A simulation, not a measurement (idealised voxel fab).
The name of this process module is voxel released beams.
We display cut, a cross-section 300 nm in width whose square cells are each 5 nm.
If you're reading a cross-section in this doc, picture square cells in a grid; it comes to you as bands, top ones listed first down to the bottom, and a band can be one or more rows of cells. First you get the band's top height and its bottom height, in nm, and then the materials it's made of, left to right, with each width in nm. If you see a single material with "all across", that one covers the band edge to edge. "blank" is empty space. The reference from which all heights are counted is 0, the level beneath which the as-received wafer is entirely one material; the lowest band, having no lower bound, proceeds downward and is written after the example "0 nm and below". So if you see something like "30 to 40" for the width, read it as the top row of the band sitting at the first number and the bottom row at the second, with every row in between moving by the same amount as the last. Where the words "identical to before" appear for a step, the cross-section shows no cell changed by that step; every cell remained as before. "Closed void list": sealed empty spaces, 8 cells or more, no open way to top, listed width x height at distance, with distance from the left edge and width, height and distance in nm. after a step's settings: what the simulator itself notes on the step. overlay nm: for a step with a mask, the amount by which the mask lay right of where it was planned; a negative amount means left of it.
Intended process steps
1: op RECEIVE | material Si
2: op CONFORMAL_DEP | material SiN | thk nm 5
3: op DIRECTIONAL_DEP | material SiO2 | thk nm 15
4: op DIRECTIONAL_DEP | material aC | thk nm 10
5: op PATTERN | tone open | mask id ANCHOR | material resist | width nm 30 | thk nm 30 | overlay nm 0
6: op DIRECTIONAL_ETCH | etch materials aC | depth nm 10
7: op STRIP | etch materials resist
8: op DIRECTIONAL_ETCH | etch materials SiO2 | depth nm 15
9: op STRIP | etch materials aC
10: op CONFORMAL_DEP | material polySi | thk nm 10
11: op PATTERN | tone cover | mask id BEAM | material resist | width nm 105 | thk nm 15 | overlay nm 0
12: op DIRECTIONAL_ETCH | etch materials polySi | depth nm 10
13: op STRIP | etch materials resist
14: op STRIP | etch materials SiO2
Run as planned: first of two wafers
This is the cross-section of the wafer as we received it, i.e. after step 1
0 nm and below  Si all across
Closed void list: none
Take a look at the wafer's cross-section after step 2
5 nm to 0 nm  SiN all across
No changes below 0.
Take a look at the wafer's cross-section after step 3
20 nm to 5 nm  SiO2 all across
No changes below 5.
Take a look at the wafer's cross-section after step 4
30 nm to 20 nm  aC all across
No changes below 20.
Take a look at the wafer's cross-section after step 5
60 nm to 30 nm  100 of resist | 30 of blank | 170 of resist
No changes below 30.
Take a look at the wafer's cross-section after step 6
50 nm to 30 nm  100 of resist | 30 of blank | 170 of resist
30 nm to 20 nm  100 of aC | 30 of blank | 170 of aC
No changes below 20.
Take a look at the wafer's cross-section after step 7
30 nm to 20 nm  100 of aC | 30 of blank | 170 of aC
No changes below 20.
Take a look at the wafer's cross-section after step 8
30 nm to 20 nm  100 of aC | 30 of blank | 170 of aC
20 nm to 5 nm  100 of SiO2 | 30 of blank | 170 of SiO2
No changes below 5.
Take a look at the wafer's cross-section after step 9
20 nm to 5 nm  100 of SiO2 | 30 of blank | 170 of SiO2
No changes below 5.
Take a look at the wafer's cross-section after step 10
30 nm to 20 nm  110 of polySi | 10 of blank | 180 of polySi
20 nm to 15 nm  100 of SiO2 | 10 of polySi | 10 of blank | 10 of polySi | 170 of SiO2
15 nm to 5 nm  100 of SiO2 | 30 of polySi | 170 of SiO2
No changes below 5.
Take a look at the wafer's cross-section after step 11
45 nm to 30 nm  95 of blank | 105 of resist | 100 of blank
30 nm to 20 nm  110 of polySi | 10 of resist | 180 of polySi
20 nm to 15 nm  100 of SiO2 | 10 of polySi | 10 of resist | 10 of polySi | 170 of SiO2
No changes below 15.
Take a look at the wafer's cross-section after step 12
45 nm to 30 nm  95 of blank | 105 of resist | 100 of blank
30 nm to 20 nm  95 of blank | 15 of polySi | 10 of resist | 80 of polySi | 100 of blank
No changes below 20.
Take a look at the wafer's cross-section after step 13
30 nm to 20 nm  95 of blank | 15 of polySi | 10 of blank | 80 of polySi | 100 of blank
20 nm to 15 nm  100 of SiO2 | 10 of polySi | 10 of blank | 10 of polySi | 170 of SiO2
No changes below 15.
Take a look at the wafer's cross-section after step 14
30 nm to 20 nm  95 of blank | 15 of polySi | 10 of blank | 80 of polySi | 100 of blank
20 nm to 15 nm  100 of blank | 10 of polySi | 10 of blank | 10 of polySi | 170 of blank
15 nm to 5 nm  100 of blank | 30 of polySi | 170 of blank
No changes below 5.
Now the other wafer: same start, same recipe, but we messed up one thing when running it. Up to and including step 4 it's the same as the first one
At the planned end of step 5, the second wafer in cross-section
60 nm to 30 nm  100 of blank | 30 of resist | 170 of blank
No changes below 30.
At the planned end of step 6, the second wafer in cross-section
50 nm to 30 nm  100 of blank | 30 of resist | 170 of blank
30 nm to 20 nm  100 of blank | 30 of aC | 170 of blank
No changes below 20.
At the planned end of step 7, the second wafer in cross-section
30 nm to 20 nm  100 of blank | 30 of aC | 170 of blank
No changes below 20.
At the planned end of step 8, the second wafer in cross-section
30 nm to 20 nm  100 of blank | 30 of aC | 170 of blank
20 nm to 5 nm  100 of blank | 30 of SiO2 | 170 of blank
No changes below 5.
At the planned end of step 9, the second wafer in cross-section
20 nm to 5 nm  100 of blank | 30 of SiO2 | 170 of blank
No changes below 5.
At the planned end of step 10, the second wafer in cross-section
30 nm to 20 nm  90 of blank | 50 of polySi | 160 of blank
20 nm to 15 nm  90 of blank | 10 of polySi | 30 of SiO2 | 10 of polySi | 160 of blank
15 nm to 5 nm  100 of polySi | 30 of SiO2 | 170 of polySi
No changes below 5.
At the planned end of step 11, the second wafer in cross-section
45 nm to 30 nm  95 of blank | 105 of resist | 100 of blank
30 nm to 20 nm  90 of blank | 50 of polySi | 60 of resist | 100 of blank
20 nm to 15 nm  90 of blank | 10 of polySi | 30 of SiO2 | 10 of polySi | 60 of resist | 100 of blank
No changes below 15.
At the planned end of step 12, the second wafer in cross-section
45 nm to 30 nm  95 of blank | 105 of resist | 100 of blank
30 nm to 20 nm  95 of blank | 45 of polySi | 60 of resist | 100 of blank
20 nm to 15 nm  90 of blank | 10 of polySi | 30 of SiO2 | 10 of polySi | 60 of resist | 100 of blank
15 nm to 5 nm  90 of blank | 10 of polySi | 30 of SiO2 | 70 of polySi | 100 of blank
No changes below 5.
At the planned end of step 13, the second wafer in cross-section
30 nm to 20 nm  95 of blank | 45 of polySi | 160 of blank
20 nm to 15 nm  90 of blank | 10 of polySi | 30 of SiO2 | 10 of polySi | 160 of blank
No changes below 15.
At the planned end of step 14, the second wafer in cross-section: identical to before
Nonconformance to the process plan: step 5 was not run as planned; what actually ran was op PATTERN | tone cover | mask id ANCHOR | material resist | width nm 30 | thk nm 30 | overlay nm 0
Once processing is complete, comparing cell counts shows that the second wafer has more or fewer of certain materials than the first: SiO2: 18 more
